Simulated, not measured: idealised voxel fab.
Herein follows the process module entitled voxel gate over fins.
Xsec cut, 210 nm wide, square cell size 5 nm.
Square cells in a grid make up a cross-section in this document, and the grid is given as bands, listed from the top down, each one or more rows of cells.
Top height, bottom height, nm. Materials left to right, width each, nm. Single material + "throughout" = fills band edge to edge. "blank" = empty.
The reference from which all heights are counted is 0, the level beneath which the as-received wafer is entirely one material; the lowest band, having no lower bound, proceeds downward and is written after the example "0 and below".
It should be noted that a width expressed as "30..40" varies in equal increments from row to row of cells within the band, taking the value of the first number at the top row and that of the second number at the bottom row.
"nothing different" (step): cross-section cells unchanged, all of them.
"Closed void roster" - sealed voids, min. 8 cells, no opening to top; format: width x height at distance (distance from left edge; nm throughout).
Where a step's line continues beyond its settings, the continuation is a remark by the simulator itself on that step.
The optional step-line setting "overlay nm" applies to steps with a mask and quantifies how far to the right of its planned location the mask lay, a negative value indicating leftward placement.
[The process steps that were planned are listed below]
1: op RECEIVE | material Si
2: op CONFORMAL_DEP | material SiN | thk nm 10
3: op MASKED_ETCH | tone cover | mask id FINS | width nm 15 | pitch nm 40 | etch materials SiN | depth nm 10 | overlay nm 0
4: op MASKED_ETCH | tone cover | mask id FINS | width nm 15 | pitch nm 40 | etch materials Si | depth nm 35 | overlay nm 0
5: op OXIDIZE | depth nm 5
6: op FILL_DEP | material SiO2 | thk nm 15
7: op CMP | height nm 10
8: op SELECTIVE_ETCH | etch materials SiO2 | depth nm 20
9: op STRIP | etch materials SiN
10: op CONFORMAL_DEP | material HfO2 | thk nm 5
11: op CONFORMAL_DEP | material TiN | thk nm 5
12: op FILL_DEP | material W | thk nm 15
13: op CMP | height nm 20
14: op CONFORMAL_DEP | material SiN | thk nm 5
[Incoming wafer in cross-section (state: after step 1)]
> 0 and below = Si throughout
> Closed void roster: none
[First wafer of two, sectioned at end of module; run went per plan]
> 25 down to 20 = SiN throughout
> 20 down to 10 = W throughout
> 10 down to 5 = 70 of W; 25 of TiN; 15 of W; 25 of TiN; 75 of W
> 5 down to 0 = 70 of W; 5 of TiN; 15 of HfO2; 5 of TiN; 15 of W; 5 of TiN; 15 of HfO2; 5 of TiN; 75 of W
> 0 down to -5 = 75 of TiN; 5 of HfO2; 5 of Si; 5 of HfO2; 25 of TiN; 5 of HfO2; 5 of Si; 5 of HfO2; 80 of TiN
> -5 down to -10 = 80 of HfO2; 5 of Si; 35 of HfO2; 5 of Si; 85 of HfO2
> -10 down to -40 = 80 of SiO2; 5 of Si; 35 of SiO2; 5 of Si; 85 of SiO2
> -40 and below = Si throughout
> Closed void roster: none
[End-of-module cross-section of the second wafer: identical starting point and process plan to the first, with one processing mistake]
> 25 down to 20 = SiN throughout
> 20 down to 10 = W throughout
> 10 down to 5 = 70 of W; 25 of SiN; 15 of W; 25 of SiN; 75 of W
> 5 down to 0 = 70 of W; 5 of SiN; 15 of HfO2; 5 of SiN; 15 of W; 5 of SiN; 15 of HfO2; 5 of SiN; 75 of W
> 0 down to -5 = 75 of SiN; 5 of HfO2; 5 of Si; 5 of HfO2; 25 of SiN; 5 of HfO2; 5 of Si; 5 of HfO2; 80 of SiN
> -5 down to -10 = 80 of HfO2; 5 of Si; 35 of HfO2; 5 of Si; 85 of HfO2
> -10 down to -40 = 80 of SiO2; 5 of Si; 35 of SiO2; 5 of Si; 85 of SiO2
> -40 and below = Si throughout
> Closed void roster: none
It is concluded that the wafer was processed incorrectly with respect to the plan, in that not per plan at step 11, really ran op CONFORMAL_DEP | material SiN | thk nm 5
The final cell counts differ between the wafers, with the second having more or fewer of some materials than the first: SiN: 50 more, TiN: 50 fewer
